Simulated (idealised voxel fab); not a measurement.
voxel wiring stack: a process module
The figure presents cross-section cut, which has a width of 240 nm and is divided into square cells with an edge length of 5 nm.
We lay out every cross-section as a grid of square cells and spell it out in bands from the top down, where one band means one or more rows of cells.
Within each band entry, the heights of the top and of the bottom of the band appear first, in that order and in nm; the materials of the band then follow from left to right, each with its corresponding width in nm. The designation "edge to edge" on a single material indicates that it fills the band from edge to edge; the designation "empty" indicates empty space.
Heights are measured from 0, the level below which the as-received wafer is all one material; the lowest band has no bottom and continues downward, written as in "0 -> down".
So if you see something like "30->40" for the width, read it as the top row of the band sitting at the first number and the bottom row at the second, with every row in between moving by the same amount as the last.
"identical to before" after a step means that no cell of the cross-section changed.
Entry "closed voids". Content: empty spaces with no open connection to the top, size 8 cells or greater. Each: width x height at distance. Distance: from left edge. Unit: nm.
On a step's line, text after the settings is the simulator commenting on that step.
overlay nm: how far to the right of its planned place the mask lay on this masked step (negative: to the left).

Planned process steps
1: op RECEIVE | material Si
2: op CONFORMAL_DEP | material SiO2 | thk nm 10
3: op DIRECTIONAL_DEP | material TiN | thk nm 5
4: op DIRECTIONAL_DEP | material Ru | thk nm 15
5: op DIRECTIONAL_DEP | material aC | thk nm 10
6: op PATTERN | tone cover | mask id METAL_1 | material resist | width nm 20 | pitch nm 50 | thk nm 30 | overlay nm 0
7: op DIRECTIONAL_ETCH | etch materials aC | depth nm 10
8: op STRIP | etch materials resist
9: op DIRECTIONAL_ETCH | etch materials Ru | depth nm 15
10: op DIRECTIONAL_ETCH | etch materials TiN | depth nm 5
11: op STRIP | etch materials aC
12: op CONFORMAL_DEP | material SiN | thk nm 5
13: op FILL_DEP | material SiO2 | thk nm 10
14: op CMP | height nm 30
15: op CONFORMAL_DEP | material SiCN | thk nm 5
16: op DIRECTIONAL_DEP | material lowk | thk nm 10
17: op PATTERN | tone open | mask id PLUG_1 | material resist | width nm 15 | pitch nm 50 | thk nm 15 | overlay nm 0
18: op DIRECTIONAL_ETCH | etch materials lowk | depth nm 10
19: op DIRECTIONAL_ETCH | etch materials SiCN | depth nm 5
20: op STRIP | etch materials resist
21: op EPI | material Ru | thk nm 10
22: op EPI | material Ru | thk nm 5
23: op CONFORMAL_DEP | material SiN | thk nm 5
24: op DIRECTIONAL_DEP | material SiO2 | thk nm 20
25: op PATTERN | tone open | mask id METAL_2 | material resist | width nm 20 | pitch nm 50 | thk nm 15 | overlay nm 0
26: op DIRECTIONAL_ETCH | etch materials SiO2 | depth nm 20
27: op DIRECTIONAL_ETCH | etch materials SiN | depth nm 5
28: op STRIP | etch materials resist
29: op CONFORMAL_DEP | material TiN | thk nm 5
30: op FILL_DEP | material Cu | thk nm 5
31: op CMP | height nm 70
32: op EPI | material Ru | thk nm 5
33: op FILL_DEP | material SiCN | thk nm 5
34: op DIRECTIONAL_DEP | material SiO2 | thk nm 15
35: op MASKED_ETCH | tone open | mask id PLUG_2 | width nm 15 | pitch nm 50 | etch materials SiO2 | depth nm 15 | overlay nm 0
36: op MASKED_ETCH | tone open | mask id PLUG_2 | width nm 15 | pitch nm 50 | etch materials SiCN | depth nm 5 | overlay nm 0
37: op EPI | material Ru | thk nm 10
38: op EPI | material Ru | thk nm 10
39: op DIRECTIONAL_DEP | material TiN | thk nm 5
40: op DIRECTIONAL_DEP | material Ru | thk nm 25
41: op MASKED_ETCH | tone cover | mask id METAL_3 | width nm 20 | pitch nm 50 | etch materials Ru | depth nm 25 | overlay nm 0
42: op MASKED_ETCH | tone cover | mask id METAL_3 | width nm 20 | pitch nm 50 | etch materials TiN | depth nm 5 | overlay nm 0
43: op FILL_DEP | material lowk | thk nm 5
44: op CMP | height nm 125
45: op CONFORMAL_DEP | material SiN | thk nm 5

First wafer out of two, processed as planned

Cross-section of the incoming wafer, state after step 1
    0 -> down  Si edge to edge
    closed voids: none

You're looking at a cross-section of the wafer after step 2
    10 -> 0  SiO2 edge to edge
    Below 0, no change.

You're looking at a cross-section of the wafer after step 3
    15 -> 10  TiN edge to edge
    Below 10, no change.

You're looking at a cross-section of the wafer after step 4
    30 -> 15  Ru edge to edge
    Below 15, no change.

You're looking at a cross-section of the wafer after step 5
    40 -> 30  aC edge to edge
    Below 30, no change.

You're looking at a cross-section of the wafer after step 6
    70 -> 40  empty=60 | resist=20 | empty=30 | resist=20 | empty=30 | resist=20 | empty=60
    Below 40, no change.

You're looking at a cross-section of the wafer after step 7
    60 -> 40  empty=60 | resist=20 | empty=30 | resist=20 | empty=30 | resist=20 | empty=60
    40 -> 30  empty=60 | aC=20 | empty=30 | aC=20 | empty=30 | aC=20 | empty=60
    Below 30, no change.

You're looking at a cross-section of the wafer after step 8
    40 -> 30  empty=60 | aC=20 | empty=30 | aC=20 | empty=30 | aC=20 | empty=60
    Below 30, no change.

You're looking at a cross-section of the wafer after step 9
    40 -> 30  empty=60 | aC=20 | empty=30 | aC=20 | empty=30 | aC=20 | empty=60
    30 -> 15  empty=60 | Ru=20 | empty=30 | Ru=20 | empty=30 | Ru=20 | empty=60
    Below 15, no change.

You're looking at a cross-section of the wafer after step 10
    40 -> 30  empty=60 | aC=20 | empty=30 | aC=20 | empty=30 | aC=20 | empty=60
    30 -> 15  empty=60 | Ru=20 | empty=30 | Ru=20 | empty=30 | Ru=20 | empty=60
    15 -> 10  empty=60 | TiN=20 | empty=30 | TiN=20 | empty=30 | TiN=20 | empty=60
    Below 10, no change.

You're looking at a cross-section of the wafer after step 11
    30 -> 15  empty=60 | Ru=20 | empty=30 | Ru=20 | empty=30 | Ru=20 | empty=60
    Below 15, no change.

You're looking at a cross-section of the wafer after step 12
    35 -> 30  empty=55 | SiN=30 | empty=20 | SiN=30 | empty=20 | SiN=30 | empty=55
    30 -> 15  empty=55 | SiN=5 | Ru=20 | SiN=5 | empty=20 | SiN=5 | Ru=20 | SiN=5 | empty=20 | SiN=5 | Ru=20 | SiN=5 | empty=55
    15 -> 10  SiN=60 | TiN=20 | SiN=30 | TiN=20 | SiN=30 | TiN=20 | SiN=60
    Below 10, no change.

You're looking at a cross-section of the wafer after step 13
    45 -> 35  SiO2 edge to edge
    35 -> 30  SiO2=55 | SiN=30 | SiO2=20 | SiN=30 | SiO2=20 | SiN=30 | SiO2=55
    30 -> 15  SiO2=55 | SiN=5 | Ru=20 | SiN=5 | SiO2=20 | SiN=5 | Ru=20 | SiN=5 | SiO2=20 | SiN=5 | Ru=20 | SiN=5 | SiO2=55
    Below 15, no change.

You're looking at a cross-section of the wafer after step 14
    30 -> 15  SiO2=55 | SiN=5 | Ru=20 | SiN=5 | SiO2=20 | SiN=5 | Ru=20 | SiN=5 | SiO2=20 | SiN=5 | Ru=20 | SiN=5 | SiO2=55
    Below 15, no change.

You're looking at a cross-section of the wafer after step 15
    35 -> 30  SiCN edge to edge
    Below 30, no change.

You're looking at a cross-section of the wafer after step 16
    45 -> 35  lowk edge to edge
    Below 35, no change.

You're looking at a cross-section of the wafer after step 17
    60 -> 45  resist=60 | empty=15 | resist=35 | empty=15 | resist=35 | empty=15 | resist=65
    Below 45, no change.

You're looking at a cross-section of the wafer after step 18
    60 -> 45  resist=60 | empty=15 | resist=35 | empty=15 | resist=35 | empty=15 | resist=65
    45 -> 35  lowk=60 | empty=15 | lowk=35 | empty=15 | lowk=35 | empty=15 | lowk=65
    Below 35, no change.

You're looking at a cross-section of the wafer after step 19
    60 -> 45  resist=60 | empty=15 | resist=35 | empty=15 | resist=35 | empty=15 | resist=65
    45 -> 35  lowk=60 | empty=15 | lowk=35 | empty=15 | lowk=35 | empty=15 | lowk=65
    35 -> 30  SiCN=60 | empty=15 | SiCN=35 | empty=15 | SiCN=35 | empty=15 | SiCN=65
    Below 30, no change.

You're looking at a cross-section of the wafer after step 20
    45 -> 35  lowk=60 | empty=15 | lowk=35 | empty=15 | lowk=35 | empty=15 | lowk=65
    Below 35, no change.

You're looking at a cross-section of the wafer after step 21
    45 -> 40  lowk=60 | empty=15 | lowk=35 | empty=15 | lowk=35 | empty=15 | lowk=65
    40 -> 35  lowk=60 | Ru=15 | lowk=35 | Ru=15 | lowk=35 | Ru=15 | lowk=65
    35 -> 30  SiCN=60 | Ru=15 | SiCN=35 | Ru=15 | SiCN=35 | Ru=15 | SiCN=65
    Below 30, no change.

You're looking at a cross-section of the wafer after step 22
    45 -> 35  lowk=60 | Ru=15 | lowk=35 | Ru=15 | lowk=35 | Ru=15 | lowk=65
    Below 35, no change.

You're looking at a cross-section of the wafer after step 23
    50 -> 45  SiN edge to edge
    Below 45, no change.

You're looking at a cross-section of the wafer after step 24
    70 -> 50  SiO2 edge to edge
    Below 50, no change.

You're looking at a cross-section of the wafer after step 25
    85 -> 70  resist=60 | empty=20 | resist=30 | empty=20 | resist=30 | empty=20 | resist=60
    Below 70, no change.

You're looking at a cross-section of the wafer after step 26
    85 -> 70  resist=60 | empty=20 | resist=30 | empty=20 | resist=30 | empty=20 | resist=60
    70 -> 50  SiO2=60 | empty=20 | SiO2=30 | empty=20 | SiO2=30 | empty=20 | SiO2=60
    Below 50, no change.

You're looking at a cross-section of the wafer after step 27
    85 -> 70  resist=60 | empty=20 | resist=30 | empty=20 | resist=30 | empty=20 | resist=60
    70 -> 50  SiO2=60 | empty=20 | SiO2=30 | empty=20 | SiO2=30 | empty=20 | SiO2=60
    50 -> 45  SiN=60 | empty=20 | SiN=30 | empty=20 | SiN=30 | empty=20 | SiN=60
    Below 45, no change.

You're looking at a cross-section of the wafer after step 28
    70 -> 50  SiO2=60 | empty=20 | SiO2=30 | empty=20 | SiO2=30 | empty=20 | SiO2=60
    Below 50, no change.

You're looking at a cross-section of the wafer after step 29
    75 -> 70  TiN=65 | empty=10 | TiN=40 | empty=10 | TiN=40 | empty=10 | TiN=65
    70 -> 50  SiO2=60 | TiN=5 | empty=10 | TiN=5 | SiO2=30 | TiN=5 | empty=10 | TiN=5 | SiO2=30 | TiN=5 | empty=10 | TiN=5 | SiO2=60
    50 -> 45  SiN=60 | TiN=20 | SiN=30 | TiN=20 | SiN=30 | TiN=20 | SiN=60
    Below 45, no change.

You're looking at a cross-section of the wafer after step 30
    80 -> 75  Cu edge to edge
    75 -> 70  TiN=65 | Cu=10 | TiN=40 | Cu=10 | TiN=40 | Cu=10 | TiN=65
    70 -> 50  SiO2=60 | TiN=5 | Cu=10 | TiN=5 | SiO2=30 | TiN=5 | Cu=10 | TiN=5 | SiO2=30 | TiN=5 | Cu=10 | TiN=5 | SiO2=60
    Below 50, no change.

You're looking at a cross-section of the wafer after step 31
    70 -> 50  SiO2=60 | TiN=5 | Cu=10 | TiN=5 | SiO2=30 | TiN=5 | Cu=10 | TiN=5 | SiO2=30 | TiN=5 | Cu=10 | TiN=5 | SiO2=60
    Below 50, no change.

You're looking at a cross-section of the wafer after step 32
    75 -> 70  empty=55 | Ru=30 | empty=20 | Ru=30 | empty=20 | Ru=30 | empty=55
    Below 70, no change.

You're looking at a cross-section of the wafer after step 33
    80 -> 75  SiCN edge to edge
    75 -> 70  SiCN=55 | Ru=30 | SiCN=20 | Ru=30 | SiCN=20 | Ru=30 | SiCN=55
    Below 70, no change.

You're looking at a cross-section of the wafer after step 34
    95 -> 80  SiO2 edge to edge
    Below 80, no change.

You're looking at a cross-section of the wafer after step 35
    95 -> 80  SiO2=60 | empty=15 | SiO2=35 | empty=15 | SiO2=35 | empty=15 | SiO2=65
    Below 80, no change.

You're looking at a cross-section of the wafer after step 36
    95 -> 80  SiO2=60 | empty=15 | SiO2=35 | empty=15 | SiO2=35 | empty=15 | SiO2=65
    80 -> 75  SiCN=60 | empty=15 | SiCN=35 | empty=15 | SiCN=35 | empty=15 | SiCN=65
    Below 75, no change.

You're looking at a cross-section of the wafer after step 37
    95 -> 85  SiO2=60 | empty=15 | SiO2=35 | empty=15 | SiO2=35 | empty=15 | SiO2=65
    85 -> 80  SiO2=60 | Ru=15 | SiO2=35 | Ru=15 | SiO2=35 | Ru=15 | SiO2=65
    80 -> 70  SiCN=60->55 | Ru=15->30 | SiCN=35->20 | Ru=15->30 | SiCN=35->20 | Ru=15->30 | SiCN=65->55
    Below 70, no change.

You're looking at a cross-section of the wafer after step 38
    95 -> 80  SiO2=60 | Ru=15 | SiO2=35 | Ru=15 | SiO2=35 | Ru=15 | SiO2=65
    Below 80, no change.

You're looking at a cross-section of the wafer after step 39
    100 -> 95  TiN edge to edge
    Below 95, no change.

You're looking at a cross-section of the wafer after step 40
    125 -> 100  Ru edge to edge
    Below 100, no change.

You're looking at a cross-section of the wafer after step 41
    125 -> 100  empty=60 | Ru=20 | empty=30 | Ru=20 | empty=30 | Ru=20 | empty=60
    Below 100, no change.

You're looking at a cross-section of the wafer after step 42
    125 -> 100  empty=60 | Ru=20 | empty=30 | Ru=20 | empty=30 | Ru=20 | empty=60
    100 -> 95  empty=60 | TiN=20 | empty=30 | TiN=20 | empty=30 | TiN=20 | empty=60
    Below 95, no change.

You're looking at a cross-section of the wafer after step 43
    130 -> 125  lowk edge to edge
    125 -> 100  lowk=60 | Ru=20 | lowk=30 | Ru=20 | lowk=30 | Ru=20 | lowk=60
    100 -> 95  lowk=60 | TiN=20 | lowk=30 | TiN=20 | lowk=30 | TiN=20 | lowk=60
    Below 95, no change.

You're looking at a cross-section of the wafer after step 44
    125 -> 100  lowk=60 | Ru=20 | lowk=30 | Ru=20 | lowk=30 | Ru=20 | lowk=60
    Below 100, no change.

You're looking at a cross-section of the wafer after step 45
    130 -> 125  SiN edge to edge
    Below 125, no change.

Second wafer, same starting conditions and recipe as the first, one mistake in executing it, nothing differs from the first up to and including step 13

Cross-section, second wafer, at the end time the plan gives for step 14
    20 -> 15  SiO2=55 | SiN=5 | Ru=20 | SiN=5 | SiO2=20 | SiN=5 | Ru=20 | SiN=5 | SiO2=20 | SiN=5 | Ru=20 | SiN=5 | SiO2=55
    Below 15, no change.

Cross-section, second wafer, at the end time the plan gives for step 15
    25 -> 20  SiCN edge to edge
    Below 20, no change.

Cross-section, second wafer, at the end time the plan gives for step 16
    35 -> 25  lowk edge to edge
    Below 25, no change.

Cross-section, second wafer, at the end time the plan gives for step 17
    50 -> 35  resist=60 | empty=15 | resist=35 | empty=15 | resist=35 | empty=15 | resist=65
    Below 35, no change.

Cross-section, second wafer, at the end time the plan gives for step 18
    50 -> 35  resist=60 | empty=15 | resist=35 | empty=15 | resist=35 | empty=15 | resist=65
    35 -> 25  lowk=60 | empty=15 | lowk=35 | empty=15 | lowk=35 | empty=15 | lowk=65
    Below 25, no change.

Cross-section, second wafer, at the end time the plan gives for step 19
    50 -> 35  resist=60 | empty=15 | resist=35 | empty=15 | resist=35 | empty=15 | resist=65
    35 -> 25  lowk=60 | empty=15 | lowk=35 | empty=15 | lowk=35 | empty=15 | lowk=65
    25 -> 20  SiCN=60 | empty=15 | SiCN=35 | empty=15 | SiCN=35 | empty=15 | SiCN=65
    Below 20, no change.

Cross-section, second wafer, at the end time the plan gives for step 20
    35 -> 25  lowk=60 | empty=15 | lowk=35 | empty=15 | lowk=35 | empty=15 | lowk=65
    Below 25, no change.

Cross-section, second wafer, at the end time the plan gives for step 21
    35 -> 30  lowk=60 | empty=15 | lowk=35 | empty=15 | lowk=35 | empty=15 | lowk=65
    30 -> 25  lowk=60 | Ru=15 | lowk=35 | Ru=15 | lowk=35 | Ru=15 | lowk=65
    25 -> 20  SiCN=60 | Ru=15 | SiCN=35 | Ru=15 | SiCN=35 | Ru=15 | SiCN=65
    Below 20, no change.

Cross-section, second wafer, at the end time the plan gives for step 22
    35 -> 25  lowk=60 | Ru=15 | lowk=35 | Ru=15 | lowk=35 | Ru=15 | lowk=65
    Below 25, no change.

Cross-section, second wafer, at the end time the plan gives for step 23
    40 -> 35  SiN edge to edge
    Below 35, no change.

Cross-section, second wafer, at the end time the plan gives for step 24
    60 -> 40  SiO2 edge to edge
    Below 40, no change.

Cross-section, second wafer, at the end time the plan gives for step 25
    75 -> 60  resist=60 | empty=20 | resist=30 | empty=20 | resist=30 | empty=20 | resist=60
    Below 60, no change.

Cross-section, second wafer, at the end time the plan gives for step 26
    75 -> 60  resist=60 | empty=20 | resist=30 | empty=20 | resist=30 | empty=20 | resist=60
    60 -> 40  SiO2=60 | empty=20 | SiO2=30 | empty=20 | SiO2=30 | empty=20 | SiO2=60
    Below 40, no change.

Cross-section, second wafer, at the end time the plan gives for step 27
    75 -> 60  resist=60 | empty=20 | resist=30 | empty=20 | resist=30 | empty=20 | resist=60
    60 -> 40  SiO2=60 | empty=20 | SiO2=30 | empty=20 | SiO2=30 | empty=20 | SiO2=60
    40 -> 35  SiN=60 | empty=20 | SiN=30 | empty=20 | SiN=30 | empty=20 | SiN=60
    Below 35, no change.

Cross-section, second wafer, at the end time the plan gives for step 28
    60 -> 40  SiO2=60 | empty=20 | SiO2=30 | empty=20 | SiO2=30 | empty=20 | SiO2=60
    Below 40, no change.

Cross-section, second wafer, at the end time the plan gives for step 29
    65 -> 60  TiN=65 | empty=10 | TiN=40 | empty=10 | TiN=40 | empty=10 | TiN=65
    60 -> 40  SiO2=60 | TiN=5 | empty=10 | TiN=5 | SiO2=30 | TiN=5 | empty=10 | TiN=5 | SiO2=30 | TiN=5 | empty=10 | TiN=5 | SiO2=60
    40 -> 35  SiN=60 | TiN=20 | SiN=30 | TiN=20 | SiN=30 | TiN=20 | SiN=60
    Below 35, no change.

Cross-section, second wafer, at the end time the plan gives for step 30
    70 -> 65  Cu edge to edge
    65 -> 60  TiN=65 | Cu=10 | TiN=40 | Cu=10 | TiN=40 | Cu=10 | TiN=65
    60 -> 40  SiO2=60 | TiN=5 | Cu=10 | TiN=5 | SiO2=30 | TiN=5 | Cu=10 | TiN=5 | SiO2=30 | TiN=5 | Cu=10 | TiN=5 | SiO2=60
    Below 40, no change.

Cross-section, second wafer, at the end time the plan gives for step 31: identical to before

Cross-section, second wafer, at the end time the plan gives for step 32
    75 -> 70  Ru edge to edge
    Below 70, no change.

Cross-section, second wafer, at the end time the plan gives for step 33
    80 -> 75  SiCN edge to edge
    Below 75, no change.

Cross-section, second wafer, at the end time the plan gives for step 34
    95 -> 80  SiO2 edge to edge
    Below 80, no change.

Cross-section, second wafer, at the end time the plan gives for step 35
    95 -> 80  SiO2=60 | empty=15 | SiO2=35 | empty=15 | SiO2=35 | empty=15 | SiO2=65
    Below 80, no change.

Cross-section, second wafer, at the end time the plan gives for step 36
    95 -> 80  SiO2=60 | empty=15 | SiO2=35 | empty=15 | SiO2=35 | empty=15 | SiO2=65
    80 -> 75  SiCN=60 | empty=15 | SiCN=35 | empty=15 | SiCN=35 | empty=15 | SiCN=65
    Below 75, no change.

Cross-section, second wafer, at the end time the plan gives for step 37
    95 -> 85  SiO2=60 | empty=15 | SiO2=35 | empty=15 | SiO2=35 | empty=15 | SiO2=65
    85 -> 80  SiO2=60 | Ru=15 | SiO2=35 | Ru=15 | SiO2=35 | Ru=15 | SiO2=65
    80 -> 75  SiCN=60 | Ru=15 | SiCN=35 | Ru=15 | SiCN=35 | Ru=15 | SiCN=65
    Below 75, no change.

Cross-section, second wafer, at the end time the plan gives for step 38
    95 -> 80  SiO2=60 | Ru=15 | SiO2=35 | Ru=15 | SiO2=35 | Ru=15 | SiO2=65
    Below 80, no change.

Cross-section, second wafer, at the end time the plan gives for step 39
    100 -> 95  TiN edge to edge
    Below 95, no change.

Cross-section, second wafer, at the end time the plan gives for step 40
    125 -> 100  Ru edge to edge
    Below 100, no change.

Cross-section, second wafer, at the end time the plan gives for step 41
    125 -> 100  empty=60 | Ru=20 | empty=30 | Ru=20 | empty=30 | Ru=20 | empty=60
    Below 100, no change.

Cross-section, second wafer, at the end time the plan gives for step 42
    125 -> 100  empty=60 | Ru=20 | empty=30 | Ru=20 | empty=30 | Ru=20 | empty=60
    100 -> 95  empty=60 | TiN=20 | empty=30 | TiN=20 | empty=30 | TiN=20 | empty=60
    Below 95, no change.

Cross-section, second wafer, at the end time the plan gives for step 43
    130 -> 125  lowk edge to edge
    125 -> 100  lowk=60 | Ru=20 | lowk=30 | Ru=20 | lowk=30 | Ru=20 | lowk=60
    100 -> 95  lowk=60 | TiN=20 | lowk=30 | TiN=20 | lowk=30 | TiN=20 | lowk=60
    Below 95, no change.

Cross-section, second wafer, at the end time the plan gives for step 44
    125 -> 100  lowk=60 | Ru=20 | lowk=30 | Ru=20 | lowk=30 | Ru=20 | lowk=60
    Below 100, no change.

Cross-section, second wafer, at the end time the plan gives for step 45
    130 -> 125  SiN edge to edge
    Below 125, no change.
What was the processing mistake? heads up, step 14 didn't go per plan, it actually ran as op CMP | height nm 20
End check, counted in cells, second wafer has more or fewer of these materials than the first: Cu +54, Ru +6, SiCN -30, SiN -12, SiO2 -60, TiN +42
